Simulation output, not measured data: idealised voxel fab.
Process module name: voxel self aligned contacts
The figure presents cross-section cut, which has a width of 300 nm and is divided into square cells with an edge length of 5 nm.
When this document writes out a cross-section, it uses a grid of square cells and lists it as bands, beginning at the top and moving down, with a band standing for one or more rows of cells.
For a band, the entry starts with two heights in nm, that of the top and then that of the bottom, and carries on with the band's materials in order from left to right, each alongside its width in nm; the word "throughout" beside a single material means it fills the band edge to edge, and "blank" means empty space.
Convention: height 0 is the level below which the wafer, as received, is all one material. The lowest band does not terminate at the bottom but continues downward, represented as "0 -> down".
The width entry "30..40" should be interpreted row by row: the top row of cells in the band takes the first number, the bottom row takes the second number, and the change between adjacent rows is uniform throughout.
"everything unchanged" after a step means that no cell of the cross-section changed.
The label "Closed-off voids" introduces a list of the empty spaces, 8 cells or larger, that have no open way up to the top; each entry in it reads width x height at distance, where the distance is taken from the left edge and all three are stated in nm.
Anything after a step's settings on that line? It's the simulator's own note about the step.
A step line may carry the setting "overlay nm", which, for steps involving a mask, states the distance by which the mask lay to the right of its intended position; negative values denote displacement to the left.

So here's the lineup of process steps we planned:
| 1 | RECEIVE: material Si |
| 2 | CONFORMAL_DEP: material SiO2, thk nm 5 |
| 3 | DIRECTIONAL_DEP: material polySi, thk nm 25 |
| 4 | DIRECTIONAL_DEP: material SiN, thk nm 20 |
| 5 | DIRECTIONAL_DEP: material aC, thk nm 10 |
| 6 | PATTERN: tone cover, mask id GATE, material resist, width nm 25, pitch nm 55, thk nm 30, overlay nm 0 |
| 7 | DIRECTIONAL_ETCH: etch materials aC, depth nm 10 |
| 8 | STRIP: etch materials resist |
| 9 | DIRECTIONAL_ETCH: etch materials SiN, depth nm 20 |
| 10 | DIRECTIONAL_ETCH: etch materials polySi, depth nm 25 |
| 11 | STRIP: etch materials aC |
| 12 | CONFORMAL_DEP: material SiN, thk nm 5 |
| 13 | DIRECTIONAL_ETCH: etch materials SiN, depth nm 5 |
| 14 | FILL_DEP: material SiO2, thk nm 10 |
| 15 | CMP: height nm 55 |
| 16 | MASKED_ETCH: tone open, mask id CONTACT, width nm 40, pitch nm 55, etch materials SiO2, depth nm 55, overlay nm 0 |
| 17 | CONFORMAL_DEP: material TiN, thk nm 5 |
| 18 | FILL_DEP: material W, thk nm 5 |
| 19 | CMP: height nm 55 |
| 20 | CONFORMAL_DEP: material SiCN, thk nm 5 |

Wafer, first of two, run as planned:

Cross-section of the wafer at receipt, which is the condition after step 1:
> 0 -> down = Si throughout
> Closed-off voids: none

Take a look at the wafer's cross-section after step 2:
> 5 -> 0 = SiO2 throughout
> Lower than 0, everything is as it was.

Take a look at the wafer's cross-section after step 3:
> 30 -> 5 = polySi throughout
> Lower than 5, everything is as it was.

Take a look at the wafer's cross-section after step 4:
> 50 -> 30 = SiN throughout
> Lower than 30, everything is as it was.

Take a look at the wafer's cross-section after step 5:
> 60 -> 50 = aC throughout
> Lower than 50, everything is as it was.

Take a look at the wafer's cross-section after step 6:
> 90 -> 60 = 80 of blank, 25 of resist, 30 of blank, 25 of resist, 30 of blank, 25 of resist, 85 of blank
> Lower than 60, everything is as it was.

Take a look at the wafer's cross-section after step 7:
> 80 -> 60 = 80 of blank, 25 of resist, 30 of blank, 25 of resist, 30 of blank, 25 of resist, 85 of blank
> 60 -> 50 = 80 of blank, 25 of aC, 30 of blank, 25 of aC, 30 of blank, 25 of aC, 85 of blank
> Lower than 50, everything is as it was.

Take a look at the wafer's cross-section after step 8:
> 60 -> 50 = 80 of blank, 25 of aC, 30 of blank, 25 of aC, 30 of blank, 25 of aC, 85 of blank
> Lower than 50, everything is as it was.

Take a look at the wafer's cross-section after step 9:
> 60 -> 50 = 80 of blank, 25 of aC, 30 of blank, 25 of aC, 30 of blank, 25 of aC, 85 of blank
> 50 -> 30 = 80 of blank, 25 of SiN, 30 of blank, 25 of SiN, 30 of blank, 25 of SiN, 85 of blank
> Lower than 30, everything is as it was.

Take a look at the wafer's cross-section after step 10:
> 60 -> 50 = 80 of blank, 25 of aC, 30 of blank, 25 of aC, 30 of blank, 25 of aC, 85 of blank
> 50 -> 30 = 80 of blank, 25 of SiN, 30 of blank, 25 of SiN, 30 of blank, 25 of SiN, 85 of blank
> 30 -> 5 = 80 of blank, 25 of polySi, 30 of blank, 25 of polySi, 30 of blank, 25 of polySi, 85 of blank
> Lower than 5, everything is as it was.

Take a look at the wafer's cross-section after step 11:
> 50 -> 30 = 80 of blank, 25 of SiN, 30 of blank, 25 of SiN, 30 of blank, 25 of SiN, 85 of blank
> Lower than 30, everything is as it was.

Take a look at the wafer's cross-section after step 12:
> 55 -> 30 = 75 of blank, 35 of SiN, 20 of blank, 35 of SiN, 20 of blank, 35 of SiN, 80 of blank
> 30 -> 10 = 75 of blank, 5 of SiN, 25 of polySi, 5 of SiN, 20 of blank, 5 of SiN, 25 of polySi, 5 of SiN, 20 of blank, 5 of SiN, 25 of polySi, 5 of SiN, 80 of blank
> 10 -> 5 = 80 of SiN, 25 of polySi, 30 of SiN, 25 of polySi, 30 of SiN, 25 of polySi, 85 of SiN
> Lower than 5, everything is as it was.

Take a look at the wafer's cross-section after step 13:
> 50 -> 30 = 75 of blank, 35 of SiN, 20 of blank, 35 of SiN, 20 of blank, 35 of SiN, 80 of blank
> 30 -> 5 = 75 of blank, 5 of SiN, 25 of polySi, 5 of SiN, 20 of blank, 5 of SiN, 25 of polySi, 5 of SiN, 20 of blank, 5 of SiN, 25 of polySi, 5 of SiN, 80 of blank
> Lower than 5, everything is as it was.

Take a look at the wafer's cross-section after step 14:
> 60 -> 50 = SiO2 throughout
> 50 -> 30 = 75 of SiO2, 35 of SiN, 20 of SiO2, 35 of SiN, 20 of SiO2, 35 of SiN, 80 of SiO2
> 30 -> 5 = 75 of SiO2, 5 of SiN, 25 of polySi, 5 of SiN, 20 of SiO2, 5 of SiN, 25 of polySi, 5 of SiN, 20 of SiO2, 5 of SiN, 25 of polySi, 5 of SiN, 80 of SiO2
> Lower than 5, everything is as it was.

Take a look at the wafer's cross-section after step 15:
> 55 -> 50 = SiO2 throughout
> Lower than 50, everything is as it was.

Take a look at the wafer's cross-section after step 16:
> 55 -> 50 = 100 of SiO2, 40 of blank, 15 of SiO2, 40 of blank, 105 of SiO2
> 50 -> 30 = 75 of SiO2, 35 of SiN, 20 of blank, 35 of SiN, 20 of blank, 35 of SiN, 80 of SiO2
> 30 -> 5 = 75 of SiO2, 5 of SiN, 25 of polySi, 5 of SiN, 20 of blank, 5 of SiN, 25 of polySi, 5 of SiN, 20 of blank, 5 of SiN, 25 of polySi, 5 of SiN, 80 of SiO2
> 5 -> 0 = 110 of SiO2, 20 of blank, 35 of SiO2, 20 of blank, 115 of SiO2
> Lower than 0, everything is as it was.

Take a look at the wafer's cross-section after step 17:
> 60 -> 55 = 105 of TiN, 30 of blank, 25 of TiN, 30 of blank, 110 of TiN
> 55 -> 50 = 100 of SiO2, 15 of TiN, 10 of blank, 15 of TiN, 15 of SiO2, 15 of TiN, 10 of blank, 15 of TiN, 105 of SiO2
> 50 -> 30 = 75 of SiO2, 35 of SiN, 5 of TiN, 10 of blank, 5 of TiN, 35 of SiN, 5 of TiN, 10 of blank, 5 of TiN, 35 of SiN, 80 of SiO2
> 30 -> 5 = 75 of SiO2, 5 of SiN, 25 of polySi, 5 of SiN, 5 of TiN, 10 of blank, 5 of TiN, 5 of SiN, 25 of polySi, 5 of SiN, 5 of TiN, 10 of blank, 5 of TiN, 5 of SiN, 25 of polySi, 5 of SiN, 80 of SiO2
> 5 -> 0 = 110 of SiO2, 20 of TiN, 35 of SiO2, 20 of TiN, 115 of SiO2
> Lower than 0, everything is as it was.

Take a look at the wafer's cross-section after step 18:
> 65 -> 60 = W throughout
> 60 -> 55 = 105 of TiN, 30 of W, 25 of TiN, 30 of W, 110 of TiN
> 55 -> 50 = 100 of SiO2, 15 of TiN, 10 of W, 15 of TiN, 15 of SiO2, 15 of TiN, 10 of W, 15 of TiN, 105 of SiO2
> 50 -> 30 = 75 of SiO2, 35 of SiN, 5 of TiN, 10 of W, 5 of TiN, 35 of SiN, 5 of TiN, 10 of W, 5 of TiN, 35 of SiN, 80 of SiO2
> 30 -> 5 = 75 of SiO2, 5 of SiN, 25 of polySi, 5 of SiN, 5 of TiN, 10 of W, 5 of TiN, 5 of SiN, 25 of polySi, 5 of SiN, 5 of TiN, 10 of W, 5 of TiN, 5 of SiN, 25 of polySi, 5 of SiN, 80 of SiO2
> Lower than 5, everything is as it was.

Take a look at the wafer's cross-section after step 19:
> 55 -> 50 = 100 of SiO2, 15 of TiN, 10 of W, 15 of TiN, 15 of SiO2, 15 of TiN, 10 of W, 15 of TiN, 105 of SiO2
> Lower than 50, everything is as it was.

Take a look at the wafer's cross-section after step 20:
> 60 -> 55 = SiCN throughout
> Lower than 55, everything is as it was.

Here the second wafer is described. Its start and its plan were those of the first wafer. Its run contained one mistake. Up to and including step 5, it did exactly what the first wafer did:

Second wafer, sectioned view, at step 6's planned end time:
> 90 -> 60 = 90 of blank, 25 of resist, 30 of blank, 25 of resist, 30 of blank, 25 of resist, 75 of blank
> Lower than 60, everything is as it was.

Second wafer, sectioned view, at step 7's planned end time:
> 80 -> 60 = 90 of blank, 25 of resist, 30 of blank, 25 of resist, 30 of blank, 25 of resist, 75 of blank
> 60 -> 50 = 90 of blank, 25 of aC, 30 of blank, 25 of aC, 30 of blank, 25 of aC, 75 of blank
> Lower than 50, everything is as it was.

Second wafer, sectioned view, at step 8's planned end time:
> 60 -> 50 = 90 of blank, 25 of aC, 30 of blank, 25 of aC, 30 of blank, 25 of aC, 75 of blank
> Lower than 50, everything is as it was.

Second wafer, sectioned view, at step 9's planned end time:
> 60 -> 50 = 90 of blank, 25 of aC, 30 of blank, 25 of aC, 30 of blank, 25 of aC, 75 of blank
> 50 -> 30 = 90 of blank, 25 of SiN, 30 of blank, 25 of SiN, 30 of blank, 25 of SiN, 75 of blank
> Lower than 30, everything is as it was.

Second wafer, sectioned view, at step 10's planned end time:
> 60 -> 50 = 90 of blank, 25 of aC, 30 of blank, 25 of aC, 30 of blank, 25 of aC, 75 of blank
> 50 -> 30 = 90 of blank, 25 of SiN, 30 of blank, 25 of SiN, 30 of blank, 25 of SiN, 75 of blank
> 30 -> 5 = 90 of blank, 25 of polySi, 30 of blank, 25 of polySi, 30 of blank, 25 of polySi, 75 of blank
> Lower than 5, everything is as it was.

Second wafer, sectioned view, at step 11's planned end time:
> 50 -> 30 = 90 of blank, 25 of SiN, 30 of blank, 25 of SiN, 30 of blank, 25 of SiN, 75 of blank
> Lower than 30, everything is as it was.

Second wafer, sectioned view, at step 12's planned end time:
> 55 -> 30 = 85 of blank, 35 of SiN, 20 of blank, 35 of SiN, 20 of blank, 35 of SiN, 70 of blank
> 30 -> 10 = 85 of blank, 5 of SiN, 25 of polySi, 5 of SiN, 20 of blank, 5 of SiN, 25 of polySi, 5 of SiN, 20 of blank, 5 of SiN, 25 of polySi, 5 of SiN, 70 of blank
> 10 -> 5 = 90 of SiN, 25 of polySi, 30 of SiN, 25 of polySi, 30 of SiN, 25 of polySi, 75 of SiN
> Lower than 5, everything is as it was.

Second wafer, sectioned view, at step 13's planned end time:
> 50 -> 30 = 85 of blank, 35 of SiN, 20 of blank, 35 of SiN, 20 of blank, 35 of SiN, 70 of blank
> 30 -> 5 = 85 of blank, 5 of SiN, 25 of polySi, 5 of SiN, 20 of blank, 5 of SiN, 25 of polySi, 5 of SiN, 20 of blank, 5 of SiN, 25 of polySi, 5 of SiN, 70 of blank
> Lower than 5, everything is as it was.

Second wafer, sectioned view, at step 14's planned end time:
> 60 -> 50 = SiO2 throughout
> 50 -> 30 = 85 of SiO2, 35 of SiN, 20 of SiO2, 35 of SiN, 20 of SiO2, 35 of SiN, 70 of SiO2
> 30 -> 5 = 85 of SiO2, 5 of SiN, 25 of polySi, 5 of SiN, 20 of SiO2, 5 of SiN, 25 of polySi, 5 of SiN, 20 of SiO2, 5 of SiN, 25 of polySi, 5 of SiN, 70 of SiO2
> Lower than 5, everything is as it was.

Second wafer, sectioned view, at step 15's planned end time:
> 55 -> 50 = SiO2 throughout
> Lower than 50, everything is as it was.

Second wafer, sectioned view, at step 16's planned end time:
> 55 -> 50 = 100 of SiO2, 40 of blank, 15 of SiO2, 40 of blank, 105 of SiO2
> 50 -> 30 = 85 of SiO2, 35 of SiN, 20 of blank, 35 of SiN, 20 of blank, 35 of SiN, 70 of SiO2
> 30 -> 5 = 85 of SiO2, 5 of SiN, 25 of polySi, 5 of SiN, 20 of blank, 5 of SiN, 25 of polySi, 5 of SiN, 20 of blank, 5 of SiN, 25 of polySi, 5 of SiN, 70 of SiO2
> 5 -> 0 = 120 of SiO2, 20 of blank, 35 of SiO2, 20 of blank, 105 of SiO2
> Lower than 0, everything is as it was.

Second wafer, sectioned view, at step 17's planned end time:
> 60 -> 55 = 105 of TiN, 30 of blank, 25 of TiN, 30 of blank, 110 of TiN
> 55 -> 50 = 100 of SiO2, 25 of TiN, 10 of blank, 5 of TiN, 15 of SiO2, 25 of TiN, 10 of blank, 5 of TiN, 105 of SiO2
> 50 -> 30 = 85 of SiO2, 35 of SiN, 5 of TiN, 10 of blank, 5 of TiN, 35 of SiN, 5 of TiN, 10 of blank, 5 of TiN, 35 of SiN, 70 of SiO2
> 30 -> 5 = 85 of SiO2, 5 of SiN, 25 of polySi, 5 of SiN, 5 of TiN, 10 of blank, 5 of TiN, 5 of SiN, 25 of polySi, 5 of SiN, 5 of TiN, 10 of blank, 5 of TiN, 5 of SiN, 25 of polySi, 5 of SiN, 70 of SiO2
> 5 -> 0 = 120 of SiO2, 20 of TiN, 35 of SiO2, 20 of TiN, 105 of SiO2
> Lower than 0, everything is as it was.

Second wafer, sectioned view, at step 18's planned end time:
> 65 -> 60 = W throughout
> 60 -> 55 = 105 of TiN, 30 of W, 25 of TiN, 30 of W, 110 of TiN
> 55 -> 50 = 100 of SiO2, 25 of TiN, 10 of W, 5 of TiN, 15 of SiO2, 25 of TiN, 10 of W, 5 of TiN, 105 of SiO2
> 50 -> 30 = 85 of SiO2, 35 of SiN, 5 of TiN, 10 of W, 5 of TiN, 35 of SiN, 5 of TiN, 10 of W, 5 of TiN, 35 of SiN, 70 of SiO2
> 30 -> 5 = 85 of SiO2, 5 of SiN, 25 of polySi, 5 of SiN, 5 of TiN, 10 of W, 5 of TiN, 5 of SiN, 25 of polySi, 5 of SiN, 5 of TiN, 10 of W, 5 of TiN, 5 of SiN, 25 of polySi, 5 of SiN, 70 of SiO2
> Lower than 5, everything is as it was.

Second wafer, sectioned view, at step 19's planned end time:
> 55 -> 50 = 100 of SiO2, 25 of TiN, 10 of W, 5 of TiN, 15 of SiO2, 25 of TiN, 10 of W, 5 of TiN, 105 of SiO2
> Lower than 50, everything is as it was.

Second wafer, sectioned view, at step 20's planned end time:
> 60 -> 55 = SiCN throughout
> Lower than 55, everything is as it was.
What went wrong in running the wafer? step 6 ran differently from the plan; actual operation with settings: PATTERN: tone cover, mask id GATE, material resist, width nm 25, pitch nm 55, thk nm 30, overlay nm 10
Cell counts per material: same on both final wafers. Positions: different.
